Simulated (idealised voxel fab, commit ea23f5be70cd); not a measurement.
process module | voxel gate over fins
cross-section cut | 255 nm wide | cells 5 nm
A cross-section is a grid of square cells, given in bands from the top down. A band is one or more rows of cells.
Each band's line starts with the height of the band's top and of its bottom, in nm. Then come its materials from left to right, each with its width in nm. One material with "throughout" fills the band from edge to edge. "air" is empty space.
Height 0 is the level under which the wafer as received is all one material. The lowest band goes on downwards, as in "0 down".
A width such as "30 to 40" changes by the same amount from each row of cells to the next, from the band's top row to its bottom row.
"no change" after a step means that no cell of the cross-section changed.
closed voids: empty space of 8 cells or more with no open way to the top, each as width x height at its distance from the left edge, in nm
after a step's settings: what the simulator itself notes on the step
overlay nm, on a step with a mask: how far to the right of its planned place the mask lay; to the left if negative
plan
1 op RECEIVE | material Si
2 op CONFORMAL_DEP | material SiN | thk nm 5
3 op MASKED_ETCH | tone cover | mask id FINS | width nm 15 | pitch nm 50 | etch materials SiN | depth nm 5 | overlay nm 0
4 op MASKED_ETCH | tone cover | mask id FINS | width nm 15 | pitch nm 50 | etch materials Si | depth nm 30 | overlay nm 0
5 op FILL_DEP | material SiO2 | thk nm 10
6 op CMP | height nm 5
7 op MASKED_ETCH | tone open | mask id RAIL | width nm 15 | etch materials SiO2 | depth nm 30 | overlay nm 0
8 op CONFORMAL_DEP | material TiN | thk nm 5
9 op FILL_DEP | material Ru | thk nm 5
10 op CMP | height nm 5
11 op SELECTIVE_ETCH | etch materials W Ru TiN | depth nm 20
12 op FILL_DEP | material SiO2 | thk nm 5
13 op CMP | height nm 5
14 op SELECTIVE_ETCH | etch materials SiO2 | depth nm 15
15 op STRIP | etch materials SiN
16 op CONFORMAL_DEP | material HfO2 | thk nm 5
17 op CONFORMAL_DEP | material TiN | thk nm 5
18 op CONFORMAL_DEP | material TiAl | thk nm 5
19 op CONFORMAL_DEP | material TiN | thk nm 5
20 op FILL_DEP | material W | thk nm 10
21 op CMP | height nm 25
22 op CONFORMAL_DEP | material SiCN | thk nm 5
as received, after step 1
  0 down: Si throughout
  closed voids: none
a wafer at the end: this start, this plan, one mistake
  30 to 25: SiCN throughout
  25 to 15: W throughout
  15 to 5: W 55 | TiN 45 | W 5 | TiN 45 | W 5 | TiN 45 | W 55
  5 to 0: TiN 65 | HfO2 25 | TiN 25 | HfO2 25 | TiN 25 | HfO2 25 | TiN 65
  0 to -5: TiN 65 | HfO2 5 | Si 15 | HfO2 5 | TiN 25 | HfO2 5 | Si 15 | HfO2 5 | TiN 25 | HfO2 5 | Si 15 | HfO2 5 | TiN 65
  -5 to -10: HfO2 70 | Si 15 | HfO2 35 | Si 15 | HfO2 35 | Si 15 | HfO2 70
  -10 to -15: SiO2 70 | Si 15 | SiO2 35 | Si 15 | SiO2 35 | Si 15 | SiO2 70
  -15 to -20: SiO2 70 | Si 15 | SiO2 10 | TiN 5 | Ru 5 | TiN 5 | SiO2 10 | Si 15 | SiO2 35 | Si 15 | SiO2 70
  -20 to -25: SiO2 70 | Si 15 | SiO2 10 | TiN 15 | SiO2 10 | Si 15 | SiO2 35 | Si 15 | SiO2 70
  -25 to -30: SiO2 70 | Si 15 | SiO2 35 | Si 15 | SiO2 35 | Si 15 | SiO2 70
  -30 down: Si throughout
  closed voids: none
what went wrong: step 18 was left out
